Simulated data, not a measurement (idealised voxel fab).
The name of this process module is voxel self aligned contacts.
Cross-section cut spans 270 nm and uses square cells 5 nm in size.
In what follows, cross-sections appear as grids of square cells, described through bands that run from the top down, where every band is one or more rows of cells.
The band entry comprises the height of the band's top followed by the height of its bottom, expressed in nm, and subsequently the band's materials from left to right, each stated together with its width in nm. Where a single material is marked with the word "full width", that material fills the band from edge to edge. The word "blank" represents empty space.
Heights are measured from 0, the level below which the as-received wafer is all one material; the lowest band has no bottom and continues downward, written as in "top 0, no bottom".
A width such as "30->40" changes by the same amount from each row of cells to the next, from the band's top row to its bottom row.
Given "no alteration" for a step, no cell of the cross-section differs between before and after that step.
Empty spaces without an open route to the top, at least 8 cells in extent, make up the entry "Closed cavity list"; each is given as width x height at distance, where the distance is measured from the left edge, and all are in nm.
If you see something after the settings on a step's line, that's the simulator's own remark about that step.
Among the settings permitted on a step's line is "overlay nm"; applied to a step with a mask, it specifies the extent to which the mask lay to the right of its planned position, whereas a negative figure signifies a position to the left.
-- Below is the list of planned process steps
- 1: RECEIVE (material Si)
- 2: OXIDIZE (depth nm 5)
- 3: DIRECTIONAL_DEP (material polySi; thk nm 25)
- 4: DIRECTIONAL_DEP (material SiN; thk nm 20)
- 5: PATTERN (tone cover; mask id GATE; material resist; width nm 25; pitch nm 70; thk nm 20; overlay nm 0)
- 6: DIRECTIONAL_ETCH (etch materials SiN; depth nm 20)
- 7: DIRECTIONAL_ETCH (etch materials polySi; depth nm 25)
- 8: STRIP (etch materials resist)
- 9: CONFORMAL_DEP (material SiN; thk nm 10)
- 10: DIRECTIONAL_ETCH (etch materials SiN; depth nm 10)
- 11: FILL_DEP (material SiO2; thk nm 10)
- 12: CMP (height nm 50)
- 13: PATTERN (tone open; mask id CONTACT; material resist; width nm 55; pitch nm 70; thk nm 15; overlay nm 0)
- 14: DIRECTIONAL_ETCH (etch materials SiO2; depth nm 55)
- 15: STRIP (etch materials resist)
- 16: CONFORMAL_DEP (material TiN; thk nm 5)
- 17: FILL_DEP (material W; thk nm 10)
- 18: CMP (height nm 50)
- 19: CONFORMAL_DEP (material SiN; thk nm 5)
-- First wafer out of two, processed as planned
-- Cross-section of the wafer as it came to us, i.e., already through step 1
> top 0, no bottom  Si full width
> Closed cavity list: none
-- Step 2 done - wafer cross-section
> top 0, bottom -5  SiO2 full width
> Nothing below the height -5 has changed.
-- Step 3 done - wafer cross-section
> top 25, bottom 0  polySi full width
> Nothing below the height 0 has changed.
-- Step 4 done - wafer cross-section
> top 45, bottom 25  SiN full width
> Nothing below the height 25 has changed.
-- Step 5 done - wafer cross-section
> top 65, bottom 45  blank 50 / resist 25 / blank 45 / resist 25 / blank 45 / resist 25 / blank 55
> Nothing below the height 45 has changed.
-- Step 6 done - wafer cross-section
> top 65, bottom 45  blank 50 / resist 25 / blank 45 / resist 25 / blank 45 / resist 25 / blank 55
> top 45, bottom 25  blank 50 / SiN 25 / blank 45 / SiN 25 / blank 45 / SiN 25 / blank 55
> Nothing below the height 25 has changed.
-- Step 7 done - wafer cross-section
> top 65, bottom 45  blank 50 / resist 25 / blank 45 / resist 25 / blank 45 / resist 25 / blank 55
> top 45, bottom 25  blank 50 / SiN 25 / blank 45 / SiN 25 / blank 45 / SiN 25 / blank 55
> top 25, bottom 0  blank 50 / polySi 25 / blank 45 / polySi 25 / blank 45 / polySi 25 / blank 55
> Nothing below the height 0 has changed.
-- Step 8 done - wafer cross-section
> top 45, bottom 25  blank 50 / SiN 25 / blank 45 / SiN 25 / blank 45 / SiN 25 / blank 55
> Nothing below the height 25 has changed.
-- Step 9 done - wafer cross-section
> top 55, bottom 25  blank 40 / SiN 45 / blank 25 / SiN 45 / blank 25 / SiN 45 / blank 45
> top 25, bottom 10  blank 40 / SiN 10 / polySi 25 / SiN 10 / blank 25 / SiN 10 / polySi 25 / SiN 10 / blank 25 / SiN 10 / polySi 25 / SiN 10 / blank 45
> top 10, bottom 0  SiN 50 / polySi 25 / SiN 45 / polySi 25 / SiN 45 / polySi 25 / SiN 55
> Nothing below the height 0 has changed.
-- Step 10 done - wafer cross-section
> top 45, bottom 25  blank 40 / SiN 45 / blank 25 / SiN 45 / blank 25 / SiN 45 / blank 45
> top 25, bottom 0  blank 40 / SiN 10 / polySi 25 / SiN 10 / blank 25 / SiN 10 / polySi 25 / SiN 10 / blank 25 / SiN 10 / polySi 25 / SiN 10 / blank 45
> Nothing below the height 0 has changed.
-- Step 11 done - wafer cross-section
> top 55, bottom 45  SiO2 full width
> top 45, bottom 25  SiO2 40 / SiN 45 / SiO2 25 / SiN 45 / SiO2 25 / SiN 45 / SiO2 45
> top 25, bottom 0  SiO2 40 / SiN 10 / polySi 25 / SiN 10 / SiO2 25 / SiN 10 / polySi 25 / SiN 10 / SiO2 25 / SiN 10 / polySi 25 / SiN 10 / SiO2 45
> Nothing below the height 0 has changed.
-- Step 12 done - wafer cross-section
> top 50, bottom 45  SiO2 full width
> Nothing below the height 45 has changed.
-- Step 13 done - wafer cross-section
> top 65, bottom 50  resist 70 / blank 55 / resist 15 / blank 55 / resist 75
> Nothing below the height 50 has changed.
-- Step 14 done - wafer cross-section
> top 65, bottom 50  resist 70 / blank 55 / resist 15 / blank 55 / resist 75
> top 50, bottom 45  SiO2 70 / blank 55 / SiO2 15 / blank 55 / SiO2 75
> top 45, bottom 25  SiO2 40 / SiN 45 / blank 25 / SiN 45 / blank 25 / SiN 45 / SiO2 45
> top 25, bottom 0  SiO2 40 / SiN 10 / polySi 25 / SiN 10 / blank 25 / SiN 10 / polySi 25 / SiN 10 / blank 25 / SiN 10 / polySi 25 / SiN 10 / SiO2 45
> top 0, bottom -5  SiO2 85 / blank 25 / SiO2 45 / blank 25 / SiO2 90
> Nothing below the height -5 has changed.
-- Step 15 done - wafer cross-section
> top 50, bottom 45  SiO2 70 / blank 55 / SiO2 15 / blank 55 / SiO2 75
> Nothing below the height 45 has changed.
-- Step 16 done - wafer cross-section
> top 55, bottom 50  TiN 75 / blank 45 / TiN 25 / blank 45 / TiN 80
> top 50, bottom 45  SiO2 70 / TiN 20 / blank 15 / TiN 20 / SiO2 15 / TiN 20 / blank 15 / TiN 20 / SiO2 75
> top 45, bottom 25  SiO2 40 / SiN 45 / TiN 5 / blank 15 / TiN 5 / SiN 45 / TiN 5 / blank 15 / TiN 5 / SiN 45 / SiO2 45
> top 25, bottom 0  SiO2 40 / SiN 10 / polySi 25 / SiN 10 / TiN 5 / blank 15 / TiN 5 / SiN 10 / polySi 25 / SiN 10 / TiN 5 / blank 15 / TiN 5 / SiN 10 / polySi 25 / SiN 10 / SiO2 45
> top 0, bottom -5  SiO2 85 / TiN 25 / SiO2 45 / TiN 25 / SiO2 90
> Nothing below the height -5 has changed.
-- Step 17 done - wafer cross-section
> top 65, bottom 55  W full width
> top 55, bottom 50  TiN 75 / W 45 / TiN 25 / W 45 / TiN 80
> top 50, bottom 45  SiO2 70 / TiN 20 / W 15 / TiN 20 / SiO2 15 / TiN 20 / W 15 / TiN 20 / SiO2 75
> top 45, bottom 25  SiO2 40 / SiN 45 / TiN 5 / W 15 / TiN 5 / SiN 45 / TiN 5 / W 15 / TiN 5 / SiN 45 / SiO2 45
> top 25, bottom 0  SiO2 40 / SiN 10 / polySi 25 / SiN 10 / TiN 5 / W 15 / TiN 5 / SiN 10 / polySi 25 / SiN 10 / TiN 5 / W 15 / TiN 5 / SiN 10 / polySi 25 / SiN 10 / SiO2 45
> Nothing below the height 0 has changed.
-- Step 18 done - wafer cross-section
> top 50, bottom 45  SiO2 70 / TiN 20 / W 15 / TiN 20 / SiO2 15 / TiN 20 / W 15 / TiN 20 / SiO2 75
> Nothing below the height 45 has changed.
-- Step 19 done - wafer cross-section
> top 55, bottom 50  SiN full width
> Nothing below the height 50 has changed.
-- Wafer two of two - same starting point, same process plan, one mistake in execution; matches wafer one up to and including step 17
The second wafer cut through, at the time step 18 was supposed to be finished: no alteration
-- The second wafer cut through, at the time step 19 was supposed to be finished
> top 70, bottom 65  SiN full width
> Nothing below the height 65 has changed.
Short version of what went wrong: step 18 of the plan: omitted, not performed
Counted in cells at the end, the second wafer holds more or fewer of these materials than the first: 36 more of TiN, 126 more of W
